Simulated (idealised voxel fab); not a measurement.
Proc. module: voxel ribs on slabs
Section shown: cut. Width: 290 nm. Cell size: 5 nm, square.
If you're reading a cross-section in this doc, picture square cells in a grid; it comes to you as bands, top ones listed first down to the bottom, and a band can be one or more rows of cells. Band entry format. Leading values: height of top, height of bottom, nm. Remainder: materials in left-to-right order, each with its width in nm. Special words: "throughout" on a single material, which then fills the band edge to edge; "blank", empty space. We count height from 0. Below that, the starting wafer is all one material. The lowest band never ends at the bottom but goes on down; see "0 and below" for how that is written. A two-number width, for instance "30 to 40", indicates that the width is equal to the first number in the top row of the band and to the second number in the bottom row, and that it changes by a constant amount per row of cells. No cell of the cross-section changed in a step that is given as "no change occurred". The list in "Internal closed voids" covers empty spaces of 8 cells or more that cannot reach the top through any open way, and it gives each as width x height at distance; the distance is from the left edge, and width, height and distance are in nm. Anything after a step's settings on that line? It's the simulator's own note about the step. You can add "overlay nm" to a step's line. For a step with a mask, it describes how far the mask lay to the right of its planned position, and a negative number describes a lay to the left.
STEPS IN THE PROCESS PLAN
1 RECEIVE,material Si
2 DIRECTIONAL_DEP,material SiO2,thk nm 25
3 DIRECTIONAL_DEP,material SiN,thk nm 15
4 DIRECTIONAL_DEP,material aC,thk nm 15
5 PATTERN,tone cover,mask id RIB,material resist,width nm 25,thk nm 30,overlay nm 0
6 DIRECTIONAL_ETCH,etch materials aC,depth nm 15
7 STRIP,etch materials resist
8 DIRECTIONAL_ETCH,etch materials SiN,depth nm 10
9 STRIP,etch materials aC
10 DIRECTIONAL_DEP,material aC,thk nm 10
11 PATTERN,tone cover,mask id SLAB,material resist,width nm 85,thk nm 25,overlay nm 0
12 DIRECTIONAL_ETCH,etch materials aC,depth nm 10
13 STRIP,etch materials resist
14 DIRECTIONAL_ETCH,etch materials SiN,depth nm 5
15 STRIP,etch materials aC
16 FILL_DEP,material SiO2,thk nm 15
17 CMP,height nm 50
18 DIRECTIONAL_DEP,material TiN,thk nm 10
19 DIRECTIONAL_DEP,material aC,thk nm 15
20 PATTERN,tone cover,mask id HEATER,material resist,width nm 35,thk nm 30,overlay nm 0
21 DIRECTIONAL_ETCH,etch materials aC,depth nm 15
22 STRIP,etch materials resist
23 DIRECTIONAL_ETCH,etch materials TiN,depth nm 10
24 STRIP,etch materials aC
25 CONFORMAL_DEP,material SiN,thk nm 10
CROSS-SECTION: WAFER ON ARRIVAL = AFTER STEP 1
* 0 and below: Si throughout
* Internal closed voids: none
FIRST OF TWO WAFERS: CROSS-SECTION AT END OF MODULE, RUN PER PLAN
* 70 down to 60: blank: 115, SiN: 55, blank: 120
* 60 down to 50: SiN: 125, TiN: 35, SiN: 130
* 50 down to 40: SiO2 throughout
* 40 down to 30: SiO2: 130, SiN: 25, SiO2: 135
* 30 down to 25: SiO2: 100, SiN: 85, SiO2: 105
* 25 down to 0: SiO2 throughout
* 0 and below: Si throughout
* Internal closed voids: none
HERE IS THE SECOND OF THE TWO WAFERS CUT OPEN AT THE END OF THE MODULE - SAME START, SAME PLAN AS THE FIRST ONE, BUT WE MADE ONE MISTAKE RUNNING IT
* 70 down to 60: SiN: 135, blank: 15, SiN: 140
* 60 down to 50: TiN: 125, SiN: 35, TiN: 130
* 50 down to 40: SiO2 throughout
* 40 down to 30: SiO2: 130, SiN: 25, SiO2: 135
* 30 down to 25: SiO2: 100, SiN: 85, SiO2: 105
* 25 down to 0: SiO2 throughout
* 0 and below: Si throughout
* Internal closed voids: none
The plan and the run diverged here: so step 20 ended up running with a different setting than we planned, it ran as PATTERN,tone open,mask id HEATER,material resist,width nm 35,thk nm 30,overlay nm 0
FYI, end of process, the second wafer has more or fewer cells of some materials than the first: TiN +88
